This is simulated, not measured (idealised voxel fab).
Herein follows the process module entitled voxel local oxidation.
The width of the displayed cross-section, cut, is 220 nm; its cells are square, with a size of 5 nm.
We lay out every cross-section as a grid of square cells and spell it out in bands from the top down, where one band means one or more rows of cells. A band entry consists of two parts. The first gives the height of the band's top and the height of its bottom, in nm. The rest lists the band's materials from left to right, each with its width in nm. A single material labelled with the word "edge to edge" fills the band from edge to edge, and the word "air" marks empty space. The reference from which all heights are counted is 0, the level beneath which the as-received wafer is entirely one material; the lowest band, having no lower bound, proceeds downward and is written after the example "0 and below". It should be noted that a width expressed as "30 to 40" varies in equal increments from row to row of cells within the band, taking the value of the first number at the top row and that of the second number at the bottom row. "no modifications" (step): cross-section cells unchanged, all of them. In the "closed voids" entry, you get each enclosed empty space of 8 cells or more, one with no open way to the top, written width x height at distance, distance from the left edge, in nm. Text after the settings on a step's line: the simulator's own remark on that step. The optional step-line setting "overlay nm" applies to steps with a mask and quantifies how far to the right of its planned location the mask lay, a negative value indicating leftward placement.

**Set out below are the planned steps of the process**
1. RECEIVE,material Si
2. OXIDIZE,depth nm 5
3. CONFORMAL_DEP,material SiN,thk nm 15
4. PATTERN,tone cover,mask id ACTIVE,material resist,width nm 110,thk nm 15,overlay nm 0
5. DIRECTIONAL_ETCH,etch materials SiN,depth nm 15
6. STRIP,etch materials resist
7. SELECTIVE_ETCH,etch materials SiO2,depth nm 5
8. OXIDIZE,depth nm 10
9. STRIP,etch materials SiN

**Cross-sectional view of the wafer in its as-received condition, corresponding to the state after step 1**
0 and below  Si edge to edge
closed voids: none

**End-of-module cross-section of the first of two wafers, processed as planned**
0 down to -5  air=60 | SiO2=100 | air=60
-5 down to -15  SiO2=70 | Si=80 | SiO2=70
-15 and below  Si edge to edge
closed voids: none

**Second wafer cross-section at end of module - shared start and plan with the first, one mistake in the run**
0 down to -5  air=55 | SiO2=110 | air=55
-5 down to -15  SiO2=65 | Si=90 | SiO2=65
-15 and below  Si edge to edge
closed voids: none
Here's what went sideways: step 4 off recipe, ran as PATTERN,tone cover,mask id ACTIVE,material resist,width nm 120,thk nm 15,overlay nm 0
At the finish, the second wafer shows more or fewer cells for some materials than the first does: +4 Si | -2 SiO2
